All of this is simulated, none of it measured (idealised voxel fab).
The process module that follows is named voxel self aligned contacts.
Shown is cross-section cut, with a width of 200 nm and square cells of size 5 nm.
Cross-section, as written here: a square-cell grid given band by band from the top down, where a band holds one or more rows of cells.
Top height, bottom height, nm. Materials left to right, width each, nm. Single material + "throughout" = fills band edge to edge. "air" = empty.
Heights are reckoned from 0. Under this level, the received wafer is all of one material. The bottommost band is open-ended downward, for example "from 0 down".
Width "30 to 40": first value at the band's top row of cells, second value at its bottom row, equal change from row to row.
You'll sometimes find "remained the same" written for a step, and that's the way of saying that nowhere in the cross-section did a cell change during that step.
"Entrapped voids": empty spaces of 8 cells or more with no open way to the top, each given as width x height at distance, distance from the left edge, all in nm.
Heads up: the bit after the settings on a step's line is the simulator's remark on that step.
"overlay nm" answers the question of how far to the right of plan the mask lay on a step that has a mask, and when it is negative the answer is to the left.
Below you will find pairs of cross-sections. In each, one shows the wafer before one process step and the other after it, with the after view ending at the lowest band that changed. Under each pair is the step separating them, along with its settings. Do not assume the pairs form a chain: they can come from different runs of this module on the same starting wafer, and a pair continues from the pair above it only when its "Pre-step profile" entry says so.
Pre-step profile
	from 0 down | Si throughout
	Entrapped voids: none
After
	from 5 to 0 | SiO2 throughout
	Below 0, the layers are the same as they were.
	Entrapped voids: none
So what happened between those two cross-sections up there? CONFORMAL_DEP, material SiO2, thk nm 5
Pre-step profile: after-state, pair directly above.
After
	from 25 to 5 | polySi throughout
	Below 5, the layers are the same as they were.
	Entrapped voids: none
So what happened between those two cross-sections up there? DIRECTIONAL_DEP, material polySi, thk nm 20
Pre-step profile: after-state, pair directly above.
After
	from 45 to 25 | SiN throughout
	Below 25, the layers are the same as they were.
	Entrapped voids: none
So what happened between those two cross-sections up there? DIRECTIONAL_DEP, material SiN, thk nm 20
Pre-step profile: after-state, pair directly above.
After
	from 65 to 45 | 45 nm air, then 35 nm resist, then 35 nm air, then 35 nm resist, then 50 nm air
	Below 45, the layers are the same as they were.
	Entrapped voids: none
So what happened between those two cross-sections up there? PATTERN, tone cover, mask id GATE, material resist, width nm 35, pitch nm 70, thk nm 20, overlay nm 0
Pre-step profile: after-state, pair directly above.
After
	from 65 to 45 | 45 nm air, then 35 nm resist, then 35 nm air, then 35 nm resist, then 50 nm air
	from 45 to 25 | 45 nm air, then 35 nm SiN, then 35 nm air, then 35 nm SiN, then 50 nm air
	Below 25, the layers are the same as they were.
	Entrapped voids: none
So what happened between those two cross-sections up there? DIRECTIONAL_ETCH, etch materials SiN, depth nm 20
Pre-step profile: after-state, pair directly above.
After
	from 65 to 45 | 45 nm air, then 35 nm resist, then 35 nm air, then 35 nm resist, then 50 nm air
	from 45 to 25 | 45 nm air, then 35 nm SiN, then 35 nm air, then 35 nm SiN, then 50 nm air
	from 25 to 5 | 45 nm air, then 35 nm polySi, then 35 nm air, then 35 nm polySi, then 50 nm air
	Below 5, the layers are the same as they were.
	Entrapped voids: none
So what happened between those two cross-sections up there? DIRECTIONAL_ETCH, etch materials polySi, depth nm 20
Pre-step profile: after-state, pair directly above.
After
	from 45 to 25 | 45 nm air, then 35 nm SiN, then 35 nm air, then 35 nm SiN, then 50 nm air
	Below 25, the layers are the same as they were.
	Entrapped voids: none
So what happened between those two cross-sections up there? STRIP, etch materials resist
Pre-step profile: after-state, pair directly above.
After
	from 50 to 25 | 40 nm air, then 45 nm SiN, then 25 nm air, then 45 nm SiN, then 45 nm air
	from 25 to 10 | 40 nm air, then 5 nm SiN, then 35 nm polySi, then 5 nm SiN, then 25 nm air, then 5 nm SiN, then 35 nm polySi, then 5 nm SiN, then 45 nm air
	from 10 to 5 | 45 nm SiN, then 35 nm polySi, then 35 nm SiN, then 35 nm polySi, then 50 nm SiN
	Below 5, the layers are the same as they were.
	Entrapped voids: none
So what happened between those two cross-sections up there? CONFORMAL_DEP, material SiN, thk nm 5
Pre-step profile: after-state, pair directly above.
After
	from 45 to 25 | 40 nm air, then 45 nm SiN, then 25 nm air, then 45 nm SiN, then 45 nm air
	from 25 to 5 | 40 nm air, then 5 nm SiN, then 35 nm polySi, then 5 nm SiN, then 25 nm air, then 5 nm SiN, then 35 nm polySi, then 5 nm SiN, then 45 nm air
	Below 5, the layers are the same as they were.
	Entrapped voids: none
So what happened between those two cross-sections up there? DIRECTIONAL_ETCH, etch materials SiN, depth nm 5
Pre-step profile: after-state, pair directly above.
After
	from 65 to 45 | SiO2 throughout
	from 45 to 25 | 40 nm SiO2, then 45 nm SiN, then 25 nm SiO2, then 45 nm SiN, then 45 nm SiO2
	from 25 to 5 | 40 nm SiO2, then 5 nm SiN, then 35 nm polySi, then 5 nm SiN, then 25 nm SiO2, then 5 nm SiN, then 35 nm polySi, then 5 nm SiN, then 45 nm SiO2
	Below 5, the layers are the same as they were.
	Entrapped voids: none
So what happened between those two cross-sections up there? FILL_DEP, material SiO2, thk nm 20
Pre-step profile: after-state, pair directly above.
After
	from 55 to 45 | SiO2 throughout
	Below 45, the layers are the same as they were.
	Entrapped voids: none
So what happened between those two cross-sections up there? CMP, height nm 55
Pre-step profile: after-state, pair directly above.
After
	from 55 to 45 | 70 nm SiO2, then 55 nm air, then 75 nm SiO2
	from 45 to 25 | 40 nm SiO2, then 45 nm SiN, then 25 nm air, then 45 nm SiN, then 45 nm SiO2
	from 25 to 5 | 40 nm SiO2, then 5 nm SiN, then 35 nm polySi, then 5 nm SiN, then 25 nm air, then 5 nm SiN, then 35 nm polySi, then 5 nm SiN, then 45 nm SiO2
	from 5 to 0 | 85 nm SiO2, then 25 nm air, then 90 nm SiO2
	Below 0, the layers are the same as they were.
	Entrapped voids: none
So what happened between those two cross-sections up there? MASKED_ETCH, tone open, mask id CONTACT, width nm 55, etch materials SiO2, depth nm 55, overlay nm 0
Pre-step profile: after-state, pair directly above.
After
	from 60 to 55 | 75 nm TiN, then 45 nm air, then 80 nm TiN
	from 55 to 45 | 70 nm SiO2, then 5 to 20 nm TiN, then 45 to 15 nm air, then 5 to 20 nm TiN, then 75 nm SiO2
	from 45 to 25 | 40 nm SiO2, then 45 nm SiN, then 5 nm TiN, then 15 nm air, then 5 nm TiN, then 45 nm SiN, then 45 nm SiO2
	from 25 to 5 | 40 nm SiO2, then 5 nm SiN, then 35 nm polySi, then 5 nm SiN, then 5 nm TiN, then 15 nm air, then 5 nm TiN, then 5 nm SiN, then 35 nm polySi, then 5 nm SiN, then 45 nm SiO2
	from 5 to 0 | 85 nm SiO2, then 25 nm TiN, then 90 nm SiO2
	Below 0, the layers are the same as they were.
	Entrapped voids: none
So what happened between those two cross-sections up there? CONFORMAL_DEP, material TiN, thk nm 5
Pre-step profile: after-state, pair directly above.
After
	from 65 to 60 | Ru throughout
	from 60 to 55 | 75 nm TiN, then 45 nm Ru, then 80 nm TiN
	from 55 to 45 | 70 nm SiO2, then 5 to 20 nm TiN, then 45 to 15 nm Ru, then 5 to 20 nm TiN, then 75 nm SiO2
	from 45 to 25 | 40 nm SiO2, then 45 nm SiN, then 5 nm TiN, then 15 nm Ru, then 5 nm TiN, then 45 nm SiN, then 45 nm SiO2
	from 25 to 5 | 40 nm SiO2, then 5 nm SiN, then 35 nm polySi, then 5 nm SiN, then 5 nm TiN, then 15 nm Ru, then 5 nm TiN, then 5 nm SiN, then 35 nm polySi, then 5 nm SiN, then 45 nm SiO2
	Below 5, the layers are the same as they were.
	Entrapped voids: none
So what happened between those two cross-sections up there? FILL_DEP, material Ru, thk nm 5
Pre-step profile: after-state, pair directly above.
After
	from 55 to 45 | 70 nm SiO2, then 5 to 20 nm TiN, then 45 to 15 nm Ru, then 5 to 20 nm TiN, then 75 nm SiO2
	Below 45, the layers are the same as they were.
	Entrapped voids: none
So what happened between those two cross-sections up there? CMP, height nm 55
Pre-step profile: after-state, pair directly above.
After
	from 60 to 55 | SiN throughout
	Below 55, the layers are the same as they were.
	Entrapped voids: none
So what happened between those two cross-sections up there? CONFORMAL_DEP, material SiN, thk nm 5
Pre-step profile
	from 0 down | Si throughout
	Entrapped voids: none
After
	from 20 to 0 | polySi throughout
	Below 0, the layers are the same as they were.
	Entrapped voids: none
So what happened between those two cross-sections up there? DIRECTIONAL_DEP, material polySi, thk nm 20
Pre-step profile: after-state, pair directly above.
After
	from 40 to 20 | SiN throughout
	Below 20, the layers are the same as they were.
	Entrapped voids: none
So what happened between those two cross-sections up there? DIRECTIONAL_DEP, material SiN, thk nm 20
Pre-step profile: after-state, pair directly above.
After
	from 60 to 40 | 45 nm air, then 35 nm resist, then 35 nm air, then 35 nm resist, then 50 nm air
	Below 40, the layers are the same as they were.
	Entrapped voids: none
So what happened between those two cross-sections up there? PATTERN, tone cover, mask id GATE, material resist, width nm 35, pitch nm 70, thk nm 20, overlay nm 0
Pre-step profile: after-state, pair directly above.
After
	from 60 to 40 | 45 nm air, then 35 nm resist, then 35 nm air, then 35 nm resist, then 50 nm air
	from 40 to 20 | 45 nm air, then 35 nm SiN, then 35 nm air, then 35 nm SiN, then 50 nm air
	Below 20, the layers are the same as they were.
	Entrapped voids: none
So what happened between those two cross-sections up there? DIRECTIONAL_ETCH, etch materials SiN, depth nm 20
Pre-step profile: after-state, pair directly above.
After
	from 60 to 40 | 45 nm air, then 35 nm resist, then 35 nm air, then 35 nm resist, then 50 nm air
	from 40 to 20 | 45 nm air, then 35 nm SiN, then 35 nm air, then 35 nm SiN, then 50 nm air
	from 20 to 0 | 45 nm air, then 35 nm polySi, then 35 nm air, then 35 nm polySi, then 50 nm air
	Below 0, the layers are the same as they were.
	Entrapped voids: none
So what happened between those two cross-sections up there? DIRECTIONAL_ETCH, etch materials polySi, depth nm 20
Pre-step profile: after-state, pair directly above.
After
	from 40 to 20 | 45 nm air, then 35 nm SiN, then 35 nm air, then 35 nm SiN, then 50 nm air
	Below 20, the layers are the same as they were.
	Entrapped voids: none
So what happened between those two cross-sections up there? STRIP, etch materials resist
Pre-step profile: after-state, pair directly above.
After
	from 45 to 20 | 40 nm air, then 45 nm SiN, then 25 nm air, then 45 nm SiN, then 45 nm air
	from 20 to 5 | 40 nm air, then 5 nm SiN, then 35 nm polySi, then 5 nm SiN, then 25 nm air, then 5 nm SiN, then 35 nm polySi, then 5 nm SiN, then 45 nm air
	from 5 to 0 | 45 nm SiN, then 35 nm polySi, then 35 nm SiN, then 35 nm polySi, then 50 nm SiN
	Below 0, the layers are the same as they were.
	Entrapped voids: none
So what happened between those two cross-sections up there? CONFORMAL_DEP, material SiN, thk nm 5
Pre-step profile: after-state, pair directly above.
After
	from 40 to 20 | 40 nm air, then 45 nm SiN, then 25 nm air, then 45 nm SiN, then 45 nm air
	from 20 to 0 | 40 nm air, then 5 nm SiN, then 35 nm polySi, then 5 nm SiN, then 25 nm air, then 5 nm SiN, then 35 nm polySi, then 5 nm SiN, then 45 nm air
	Below 0, the layers are the same as they were.
	Entrapped voids: none
So what happened between those two cross-sections up there? DIRECTIONAL_ETCH, etch materials SiN, depth nm 5
Pre-step profile: after-state, pair directly above.
After
	from 60 to 40 | SiO2 throughout
	from 40 to 20 | 40 nm SiO2, then 45 nm SiN, then 25 nm SiO2, then 45 nm SiN, then 45 nm SiO2
	from 20 to 0 | 40 nm SiO2, then 5 nm SiN, then 35 nm polySi, then 5 nm SiN, then 25 nm SiO2, then 5 nm SiN, then 35 nm polySi, then 5 nm SiN, then 45 nm SiO2
	Below 0, the layers are the same as they were.
	Entrapped voids: none
So what happened between those two cross-sections up there? FILL_DEP, material SiO2, thk nm 20
Pre-step profile: after-state, pair directly above.
After
	from 55 to 40 | SiO2 throughout
	Below 40, the layers are the same as they were.
	Entrapped voids: none
So what happened between those two cross-sections up there? CMP, height nm 55
Pre-step profile: after-state, pair directly above.
After
	from 55 to 40 | 70 nm SiO2, then 55 nm air, then 75 nm SiO2
	from 40 to 20 | 40 nm SiO2, then 45 nm SiN, then 25 nm air, then 45 nm SiN, then 45 nm SiO2
	from 20 to 0 | 40 nm SiO2, then 5 nm SiN, then 35 nm polySi, then 5 nm SiN, then 25 nm air, then 5 nm SiN, then 35 nm polySi, then 5 nm SiN, then 45 nm SiO2
	Below 0, the layers are the same as they were.
	Entrapped voids: none
So what happened between those two cross-sections up there? MASKED_ETCH, tone open, mask id CONTACT, width nm 55, etch materials SiO2, depth nm 55, overlay nm 0
Pre-step profile: after-state, pair directly above.
After
	from 60 to 55 | 75 nm TiN, then 45 nm air, then 80 nm TiN
	from 55 to 45 | 70 nm SiO2, then 5 nm TiN, then 45 nm air, then 5 nm TiN, then 75 nm SiO2
	from 45 to 40 | 70 nm SiO2, then 20 nm TiN, then 15 nm air, then 20 nm TiN, then 75 nm SiO2
	from 40 to 20 | 40 nm SiO2, then 45 nm SiN, then 5 nm TiN, then 15 nm air, then 5 nm TiN, then 45 nm SiN, then 45 nm SiO2
	from 20 to 5 | 40 nm SiO2, then 5 nm SiN, then 35 nm polySi, then 5 nm SiN, then 5 nm TiN, then 15 nm air, then 5 nm TiN, then 5 nm SiN, then 35 nm polySi, then 5 nm SiN, then 45 nm SiO2
	from 5 to 0 | 40 nm SiO2, then 5 nm SiN, then 35 nm polySi, then 5 nm SiN, then 25 nm TiN, then 5 nm SiN, then 35 nm polySi, then 5 nm SiN, then 45 nm SiO2
	Below 0, the layers are the same as they were.
	Entrapped voids: none
So what happened between those two cross-sections up there? CONFORMAL_DEP, material TiN, thk nm 5
Pre-step profile: after-state, pair directly above.
After
	from 65 to 60 | Ru throughout
	from 60 to 55 | 75 nm TiN, then 45 nm Ru, then 80 nm TiN
	from 55 to 45 | 70 nm SiO2, then 5 nm TiN, then 45 nm Ru, then 5 nm TiN, then 75 nm SiO2
	from 45 to 40 | 70 nm SiO2, then 20 nm TiN, then 15 nm Ru, then 20 nm TiN, then 75 nm SiO2
	from 40 to 20 | 40 nm SiO2, then 45 nm SiN, then 5 nm TiN, then 15 nm Ru, then 5 nm TiN, then 45 nm SiN, then 45 nm SiO2
	from 20 to 5 | 40 nm SiO2, then 5 nm SiN, then 35 nm polySi, then 5 nm SiN, then 5 nm TiN, then 15 nm Ru, then 5 nm TiN, then 5 nm SiN, then 35 nm polySi, then 5 nm SiN, then 45 nm SiO2
	Below 5, the layers are the same as they were.
	Entrapped voids: none
So what happened between those two cross-sections up there? FILL_DEP, material Ru, thk nm 5
Pre-step profile: after-state, pair directly above.
After
	from 55 to 45 | 70 nm SiO2, then 5 nm TiN, then 45 nm Ru, then 5 nm TiN, then 75 nm SiO2
	Below 45, the layers are the same as they were.
	Entrapped voids: none
So what happened between those two cross-sections up there? CMP, height nm 55
Pre-step profile: after-state, pair directly above.
After
	from 60 to 55 | SiN throughout
	Below 55, the layers are the same as they were.
	Entrapped voids: none
So what happened between those two cross-sections up there? CONFORMAL_DEP, material SiN, thk nm 5
Pre-step profile
	from 45 to 25 | SiN throughout
	from 25 to 5 | polySi throughout
	from 5 to 0 | SiO2 throughout
	from 0 down | Si throughout
	Entrapped voids: none
After
	from 65 to 25 | SiN throughout
	Below 25, the layers are the same as they were.
	Entrapped voids: none
So what happened between those two cross-sections up there? DIRECTIONAL_DEP, material SiN, thk nm 20
Pre-step profile: after-state, pair directly above.
After
	from 85 to 65 | 45 nm air, then 35 nm resist, then 35 nm air, then 35 nm resist, then 50 nm air
	Below 65, the layers are the same as they were.
	Entrapped voids: none
So what happened between those two cross-sections up there? PATTERN, tone cover, mask id GATE, material resist, width nm 35, pitch nm 70, thk nm 20, overlay nm 0
Pre-step profile: after-state, pair directly above.
After
	from 85 to 65 | 45 nm air, then 35 nm resist, then 35 nm air, then 35 nm resist, then 50 nm air
	from 65 to 45 | 45 nm air, then 35 nm SiN, then 35 nm air, then 35 nm SiN, then 50 nm air
	Below 45, the layers are the same as they were.
	Entrapped voids: none
So what happened between those two cross-sections up there? DIRECTIONAL_ETCH, etch materials SiN, depth nm 20
Pre-step profile: after-state, pair directly above.
After
	from 65 to 45 | 45 nm air, then 35 nm SiN, then 35 nm air, then 35 nm SiN, then 50 nm air
	Below 45, the layers are the same as they were.
	Entrapped voids: none
So what happened between those two cross-sections up there? STRIP, etch materials resist
Pre-step profile: after-state, pair directly above.
After
	from 70 to 50 | 40 nm air, then 45 nm SiN, then 25 nm air, then 45 nm SiN, then 45 nm air
	from 50 to 25 | SiN throughout
	Below 25, the layers are the same as they were.
	Entrapped voids: none
So what happened between those two cross-sections up there? CONFORMAL_DEP, material SiN, thk nm 5
Pre-step profile: after-state, pair directly above.
After
	from 65 to 45 | 40 nm air, then 45 nm SiN, then 25 nm air, then 45 nm SiN, then 45 nm air
	Below 45, the layers are the same as they were.
	Entrapped voids: none
So what happened between those two cross-sections up there? DIRECTIONAL_ETCH, etch materials SiN, depth nm 5
Pre-step profile: after-state, pair directly above.
After
	from 85 to 65 | SiO2 throughout
	from 65 to 45 | 40 nm SiO2, then 45 nm SiN, then 25 nm SiO2, then 45 nm SiN, then 45 nm SiO2
	Below 45, the layers are the same as they were.
	Entrapped voids: none
So what happened between those two cross-sections up there? FILL_DEP, material SiO2, thk nm 20
Pre-step profile: after-state, pair directly above.
After
	from 55 to 45 | 40 nm SiO2, then 45 nm SiN, then 25 nm SiO2, then 45 nm SiN, then 45 nm SiO2
	Below 45, the layers are the same as they were.
	Entrapped voids: none
So what happened between those two cross-sections up there? CMP, height nm 55
Pre-step profile: after-state, pair directly above.
After
	from 55 to 45 | 40 nm SiO2, then 45 nm SiN, then 25 nm air, then 45 nm SiN, then 45 nm SiO2
	Below 45, the layers are the same as they were.
	Entrapped voids: none
So what happened between those two cross-sections up there? MASKED_ETCH, tone open, mask id CONTACT, width nm 55, etch materials SiO2, depth nm 55, overlay nm 0
Pre-step profile: after-state, pair directly above.
After
	from 60 to 55 | 90 nm TiN, then 15 nm air, then 95 nm TiN
	from 55 to 50 | 40 nm SiO2, then 45 nm SiN, then 5 nm TiN, then 15 nm air, then 5 nm TiN, then 45 nm SiN, then 45 nm SiO2
	from 50 to 45 | 40 nm SiO2, then 45 nm SiN, then 25 nm TiN, then 45 nm SiN, then 45 nm SiO2
	Below 45, the layers are the same as they were.
	Entrapped voids: none
So what happened between those two cross-sections up there? CONFORMAL_DEP, material TiN, thk nm 5
Pre-step profile: after-state, pair directly above.
After
	from 65 to 60 | Ru throughout
	from 60 to 55 | 90 nm TiN, then 15 nm Ru, then 95 nm TiN
	from 55 to 50 | 40 nm SiO2, then 45 nm SiN, then 5 nm TiN, then 15 nm Ru, then 5 nm TiN, then 45 nm SiN, then 45 nm SiO2
	Below 50, the layers are the same as they were.
	Entrapped voids: none
So what happened between those two cross-sections up there? FILL_DEP, material Ru, thk nm 5
Pre-step profile: after-state, pair directly above.
After
	from 55 to 50 | 40 nm SiO2, then 45 nm SiN, then 5 nm TiN, then 15 nm Ru, then 5 nm TiN, then 45 nm SiN, then 45 nm SiO2
	Below 50, the layers are the same as they were.
	Entrapped voids: none
So what happened between those two cross-sections up there? CMP, height nm 55
Pre-step profile: after-state, pair directly above.
After
	from 60 to 55 | SiN throughout
	Below 55, the layers are the same as they were.
	Entrapped voids: none
So what happened between those two cross-sections up there? CONFORMAL_DEP, material SiN, thk nm 5
Pre-step profile
	from 5 to 0 | SiO2 throughout
	from 0 down | Si throughout
	Entrapped voids: none
After
	from 25 to 5 | SiN throughout
	Below 5, the layers are the same as they were.
	Entrapped voids: none
So what happened between those two cross-sections up there? DIRECTIONAL_DEP, material SiN, thk nm 20
Pre-step profile: after-state, pair directly above.
After
	from 45 to 25 | polySi throughout
	Below 25, the layers are the same as they were.
	Entrapped voids: none
So what happened between those two cross-sections up there? DIRECTIONAL_DEP, material polySi, thk nm 20
Pre-step profile: after-state, pair directly above.
After
	from 65 to 45 | 45 nm air, then 35 nm resist, then 35 nm air, then 35 nm resist, then 50 nm air
	Below 45, the layers are the same as they were.
	Entrapped voids: none
So what happened between those two cross-sections up there? PATTERN, tone cover, mask id GATE, material resist, width nm 35, pitch nm 70, thk nm 20, overlay nm 0
Pre-step profile: after-state, pair directly above.
After
	from 65 to 45 | 45 nm air, then 35 nm resist, then 35 nm air, then 35 nm resist, then 50 nm air
	from 45 to 25 | 45 nm air, then 35 nm polySi, then 35 nm air, then 35 nm polySi, then 50 nm air
	Below 25, the layers are the same as they were.
	Entrapped voids: none
So what happened between those two cross-sections up there? DIRECTIONAL_ETCH, etch materials polySi, depth nm 20
Pre-step profile: after-state, pair directly above.
After
	from 45 to 25 | 45 nm air, then 35 nm polySi, then 35 nm air, then 35 nm polySi, then 50 nm air
	Below 25, the layers are the same as they were.
	Entrapped voids: none
So what happened between those two cross-sections up there? STRIP, etch materials resist
Pre-step profile: after-state, pair directly above.
After
	from 50 to 45 | 40 nm air, then 45 nm SiN, then 25 nm air, then 45 nm SiN, then 45 nm air
	from 45 to 30 | 40 nm air, then 5 nm SiN, then 35 nm polySi, then 5 nm SiN, then 25 nm air, then 5 nm SiN, then 35 nm polySi, then 5 nm SiN, then 45 nm air
	from 30 to 25 | 45 nm SiN, then 35 nm polySi, then 35 nm SiN, then 35 nm polySi, then 50 nm SiN
	Below 25, the layers are the same as they were.
	Entrapped voids: none
So what happened between those two cross-sections up there? CONFORMAL_DEP, material SiN, thk nm 5
Pre-step profile: after-state, pair directly above.
After
	from 45 to 25 | 40 nm air, then 5 nm SiN, then 35 nm polySi, then 5 nm SiN, then 25 nm air, then 5 nm SiN, then 35 nm polySi, then 5 nm SiN, then 45 nm air
	Below 25, the layers are the same as they were.
	Entrapped voids: none
So what happened between those two cross-sections up there? DIRECTIONAL_ETCH, etch materials SiN, depth nm 5
Pre-step profile: after-state, pair directly above.
After
	from 65 to 45 | SiO2 throughout
	from 45 to 25 | 40 nm SiO2, then 5 nm SiN, then 35 nm polySi, then 5 nm SiN, then 25 nm SiO2, then 5 nm SiN, then 35 nm polySi, then 5 nm SiN, then 45 nm SiO2
	Below 25, the layers are the same as they were.
	Entrapped voids: none
So what happened between those two cross-sections up there? FILL_DEP, material SiO2, thk nm 20
Pre-step profile: after-state, pair directly above.
After
	from 55 to 45 | SiO2 throughout
	Below 45, the layers are the same as they were.
	Entrapped voids: none
So what happened between those two cross-sections up there? CMP, height nm 55
Pre-step profile: after-state, pair directly above.
After
	from 55 to 45 | 70 nm SiO2, then 55 nm air, then 75 nm SiO2
	from 45 to 25 | 40 nm SiO2, then 5 nm SiN, then 35 nm polySi, then 5 nm SiN, then 25 nm air, then 5 nm SiN, then 35 nm polySi, then 5 nm SiN, then 45 nm SiO2
	Below 25, the layers are the same as they were.
	Entrapped voids: none
So what happened between those two cross-sections up there? MASKED_ETCH, tone open, mask id CONTACT, width nm 55, etch materials SiO2, depth nm 55, overlay nm 0
Pre-step profile: after-state, pair directly above.
After
	from 60 to 55 | 75 nm TiN, then 45 nm air, then 80 nm TiN
	from 55 to 45 | 70 nm SiO2, then 5 to 20 nm TiN, then 45 to 15 nm air, then 5 to 20 nm TiN, then 75 nm SiO2
	from 45 to 30 | 40 nm SiO2, then 5 nm SiN, then 35 nm polySi, then 5 nm SiN, then 5 nm TiN, then 15 nm air, then 5 nm TiN, then 5 nm SiN, then 35 nm polySi, then 5 nm SiN, then 45 nm SiO2
	from 30 to 25 | 40 nm SiO2, then 5 nm SiN, then 35 nm polySi, then 5 nm SiN, then 25 nm TiN, then 5 nm SiN, then 35 nm polySi, then 5 nm SiN, then 45 nm SiO2
	Below 25, the layers are the same as they were.
	Entrapped voids: none
So what happened between those two cross-sections up there? CONFORMAL_DEP, material TiN, thk nm 5
Pre-step profile: after-state, pair directly above.
After
	from 65 to 60 | Ru throughout
	from 60 to 55 | 75 nm TiN, then 45 nm Ru, then 80 nm TiN
	from 55 to 45 | 70 nm SiO2, then 5 to 20 nm TiN, then 45 to 15 nm Ru, then 5 to 20 nm TiN, then 75 nm SiO2
	from 45 to 30 | 40 nm SiO2, then 5 nm SiN, then 35 nm polySi, then 5 nm SiN, then 5 nm TiN, then 15 nm Ru, then 5 nm TiN, then 5 nm SiN, then 35 nm polySi, then 5 nm SiN, then 45 nm SiO2
	Below 30, the layers are the same as they were.
	Entrapped voids: none
So what happened between those two cross-sections up there? FILL_DEP, material Ru, thk nm 5
Pre-step profile: after-state, pair directly above.
After
	from 55 to 45 | 70 nm SiO2, then 5 to 20 nm TiN, then 45 to 15 nm Ru, then 5 to 20 nm TiN, then 75 nm SiO2
	Below 45, the layers are the same as they were.
	Entrapped voids: none
So what happened between those two cross-sections up there? CMP, height nm 55
Pre-step profile: after-state, pair directly above.
After
	from 60 to 55 | SiN throughout
	Below 55, the layers are the same as they were.
	Entrapped voids: none
So what happened between those two cross-sections up there? CONFORMAL_DEP, material SiN, thk nm 5
Pre-step profile
	from 5 to 0 | SiO2 throughout
	from 0 down | Si throughout
	Entrapped voids: none
After
	from 15 to 5 | polySi throughout
	Below 5, the layers are the same as they were.
	Entrapped voids: none
So what happened between those two cross-sections up there? DIRECTIONAL_DEP, material polySi, thk nm 10
Pre-step profile: after-state, pair directly above.
After
	from 35 to 15 | SiN throughout
	Below 15, the layers are the same as they were.
	Entrapped voids: none
So what happened between those two cross-sections up there? DIRECTIONAL_DEP, material SiN, thk nm 20
Pre-step profile: after-state, pair directly above.
After
	from 55 to 35 | 45 nm air, then 35 nm resist, then 35 nm air, then 35 nm resist, then 50 nm air
	Below 35, the layers are the same as they were.
	Entrapped voids: none
So what happened between those two cross-sections up there? PATTERN, tone cover, mask id GATE, material resist, width nm 35, pitch nm 70, thk nm 20, overlay nm 0
Pre-step profile: after-state, pair directly above.
After
	from 55 to 35 | 45 nm air, then 35 nm resist, then 35 nm air, then 35 nm resist, then 50 nm air
	from 35 to 15 | 45 nm air, then 35 nm SiN, then 35 nm air, then 35 nm SiN, then 50 nm air
	Below 15, the layers are the same as they were.
	Entrapped voids: none
So what happened between those two cross-sections up there? DIRECTIONAL_ETCH, etch materials SiN, depth nm 20
Pre-step profile: after-state, pair directly above.
After
	from 55 to 35 | 45 nm air, then 35 nm resist, then 35 nm air, then 35 nm resist, then 50 nm air
	from 35 to 15 | 45 nm air, then 35 nm SiN, then 35 nm air, then 35 nm SiN, then 50 nm air
	from 15 to 5 | 45 nm air, then 35 nm polySi, then 35 nm air, then 35 nm polySi, then 50 nm air
	Below 5, the layers are the same as they were.
	Entrapped voids: none
So what happened between those two cross-sections up there? DIRECTIONAL_ETCH, etch materials polySi, depth nm 20
Pre-step profile: after-state, pair directly above.
After
	from 35 to 15 | 45 nm air, then 35 nm SiN, then 35 nm air, then 35 nm SiN, then 50 nm air
	Below 15, the layers are the same as they were.
	Entrapped voids: none
So what happened between those two cross-sections up there? STRIP, etch materials resist
Pre-step profile: after-state, pair directly above.
After
	from 40 to 15 | 40 nm air, then 45 nm SiN, then 25 nm air, then 45 nm SiN, then 45 nm air
	from 15 to 10 | 40 nm air, then 5 nm SiN, then 35 nm polySi, then 5 nm SiN, then 25 nm air, then 5 nm SiN, then 35 nm polySi, then 5 nm SiN, then 45 nm air
	from 10 to 5 | 45 nm SiN, then 35 nm polySi, then 35 nm SiN, then 35 nm polySi, then 50 nm SiN
	Below 5, the layers are the same as they were.
	Entrapped voids: none
So what happened between those two cross-sections up there? CONFORMAL_DEP, material SiN, thk nm 5
Pre-step profile: after-state, pair directly above.
After
	from 35 to 15 | 40 nm air, then 45 nm SiN, then 25 nm air, then 45 nm SiN, then 45 nm air
	from 15 to 5 | 40 nm air, then 5 nm SiN, then 35 nm polySi, then 5 nm SiN, then 25 nm air, then 5 nm SiN, then 35 nm polySi, then 5 nm SiN, then 45 nm air
	Below 5, the layers are the same as they were.
	Entrapped voids: none
So what happened between those two cross-sections up there? DIRECTIONAL_ETCH, etch materials SiN, depth nm 5
Pre-step profile: after-state, pair directly above.
After
	from 55 to 35 | SiO2 throughout
	from 35 to 15 | 40 nm SiO2, then 45 nm SiN, then 25 nm SiO2, then 45 nm SiN, then 45 nm SiO2
	from 15 to 5 | 40 nm SiO2, then 5 nm SiN, then 35 nm polySi, then 5 nm SiN, then 25 nm SiO2, then 5 nm SiN, then 35 nm polySi, then 5 nm SiN, then 45 nm SiO2
	Below 5, the layers are the same as they were.
	Entrapped voids: none
So what happened between those two cross-sections up there? FILL_DEP, material SiO2, thk nm 20
Pre-step profile: after-state, pair directly above.
After
	from 55 to 35 | 70 nm SiO2, then 55 nm air, then 75 nm SiO2
	from 35 to 15 | 40 nm SiO2, then 45 nm SiN, then 25 nm air, then 45 nm SiN, then 45 nm SiO2
	from 15 to 5 | 40 nm SiO2, then 5 nm SiN, then 35 nm polySi, then 5 nm SiN, then 25 nm air, then 5 nm SiN, then 35 nm polySi, then 5 nm SiN, then 45 nm SiO2
	from 5 to 0 | 85 nm SiO2, then 25 nm air, then 90 nm SiO2
	Below 0, the layers are the same as they were.
	Entrapped voids: none
So what happened between those two cross-sections up there? MASKED_ETCH, tone open, mask id CONTACT, width nm 55, etch materials SiO2, depth nm 55, overlay nm 0
Pre-step profile: after-state, pair directly above.
After
	from 60 to 55 | 75 nm TiN, then 45 nm air, then 80 nm TiN
	from 55 to 40 | 70 nm SiO2, then 5 nm TiN, then 45 nm air, then 5 nm TiN, then 75 nm SiO2
	from 40 to 35 | 70 nm SiO2, then 20 nm TiN, then 15 nm air, then 20 nm TiN, then 75 nm SiO2
	from 35 to 15 | 40 nm SiO2, then 45 nm SiN, then 5 nm TiN, then 15 nm air, then 5 nm TiN, then 45 nm SiN, then 45 nm SiO2
	from 15 to 5 | 40 nm SiO2, then 5 nm SiN, then 35 nm polySi, then 5 nm SiN, then 5 nm TiN, then 15 nm air, then 5 nm TiN, then 5 nm SiN, then 35 nm polySi, then 5 nm SiN, then 45 nm SiO2
	from 5 to 0 | 85 nm SiO2, then 25 nm TiN, then 90 nm SiO2
	Below 0, the layers are the same as they were.
	Entrapped voids: none
So what happened between those two cross-sections up there? CONFORMAL_DEP, material TiN, thk nm 5
